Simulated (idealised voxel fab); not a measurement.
The following process module bears the name voxel self aligned vias.
The figure presents cross-section cut, which has a width of 175 nm and is divided into square cells with an edge length of 5 nm.
Think of the cross-section as a grid of square cells. We describe it in bands, top to bottom, and each band covers one or more rows of those cells. Heads up on the band format: heights come first, top then bottom, in nm. After that it's the materials left to right, each with its width in nm. A single material flagged "edge to edge" fills the whole band edge to edge, and "air" means there's empty space there. Note: height 0 marks the level under which the wafer is uniformly one material as received. Lowest band unbounded below, written "0 nm and below". Quick explanation for "30..40": the width changes in equal steps down the rows of cells, from the first number in the band's top row to the second number in its bottom row. Any step labelled "all unchanged" changed none of the cells in the cross-section. The label "Cavities, sealed" introduces a list of the empty spaces, 8 cells or larger, that have no open way up to the top; each entry in it reads width x height at distance, where the distance is taken from the left edge and all three are stated in nm. Past the settings on a step's line: simulator remark, on that step. "overlay nm", when on a step's line for a step with a mask, measures how far to the right of its planned place the mask lay; a negative measure means to the left.

This section lists the process steps that were planned
- 1: RECEIVE, material Si
- 2: CONFORMAL_DEP, material SiO2, thk nm 15
- 3: CONFORMAL_DEP, material SiCN, thk nm 5
- 4: DIRECTIONAL_DEP, material lowk, thk nm 25
- 5: DIRECTIONAL_DEP, material aC, thk nm 15
- 6: PATTERN, tone open, mask id LINES, material resist, width nm 25, pitch nm 65, thk nm 35, overlay nm 0
- 7: DIRECTIONAL_ETCH, etch materials aC, depth nm 15
- 8: STRIP, etch materials resist
- 9: DIRECTIONAL_ETCH, etch materials lowk, depth nm 25
- 10: STRIP, etch materials aC
- 11: CONFORMAL_DEP, material TiN, thk nm 5
- 12: FILL_DEP, material W, thk nm 10
- 13: CMP, height nm 45
- 14: SELECTIVE_ETCH, etch materials W Ru TiN, depth nm 5
- 15: FILL_DEP, material SiN, thk nm 5
- 16: CMP, height nm 45
- 17: DIRECTIONAL_DEP, material lowk, thk nm 15
- 18: MASKED_ETCH, tone open, mask id VIAS, width nm 35, etch materials lowk, depth nm 15, overlay nm 0
- 19: MASKED_ETCH, tone open, mask id VIAS, width nm 35, etch materials SiN, depth nm 5, overlay nm 0
- 20: CONFORMAL_DEP, material TiN, thk nm 5
- 21: FILL_DEP, material Cu, thk nm 5
- 22: CMP, height nm 60
- 23: CONFORMAL_DEP, material SiN, thk nm 5

Step 1 complete: cross-section of the wafer as received
    0 nm and below = Si edge to edge
    Cavities, sealed: none

Cross-sectional image of the first of two wafers at the end of the module, the run having proceeded as planned
    65 nm to 60 nm = SiN edge to edge
    60 nm to 50 nm = lowk (35), TiN (5), Cu (25), TiN (5), lowk (105)
    50 nm to 45 nm = lowk (35), TiN (10), Cu (15), TiN (10), lowk (105)
    45 nm to 40 nm = lowk (40), TiN (25), lowk (40), SiN (25), lowk (45)
    40 nm to 25 nm = lowk (40), TiN (5), W (15), TiN (5), lowk (40), TiN (5), W (15), TiN (5), lowk (45)
    25 nm to 20 nm = lowk (40), TiN (25), lowk (40), TiN (25), lowk (45)
    20 nm to 15 nm = SiCN edge to edge
    15 nm to 0 nm = SiO2 edge to edge
    0 nm and below = Si edge to edge
    Cavities, sealed: none

End-of-module cross-section of the second wafer: identical starting point and process plan to the first, with one processing mistake
    65 nm to 60 nm = SiN edge to edge
    60 nm to 50 nm = Cu (30), TiN (5), lowk (35), TiN (5), Cu (100)
    50 nm to 45 nm = TiN (35), lowk (35), TiN (105)
    45 nm to 40 nm = lowk (40), SiN (25), lowk (40), SiN (25), lowk (45)
    40 nm to 25 nm = lowk (40), TiN (5), W (15), TiN (5), lowk (40), TiN (5), W (15), TiN (5), lowk (45)
    25 nm to 20 nm = lowk (40), TiN (25), lowk (40), TiN (25), lowk (45)
    20 nm to 15 nm = SiCN edge to edge
    15 nm to 0 nm = SiO2 edge to edge
    0 nm and below = Si edge to edge
    Cavities, sealed: none
Short version of what went wrong: step 18 did not happen as planned, as run it was MASKED_ETCH, tone cover, mask id VIAS, width nm 35, etch materials lowk, depth nm 15, overlay nm 0
Once processing is complete, comparing cell counts shows that the second wafer has more or fewer of certain materials than the first: 39 more of Cu | 5 more of SiN | 19 more of TiN | 63 fewer of lowk
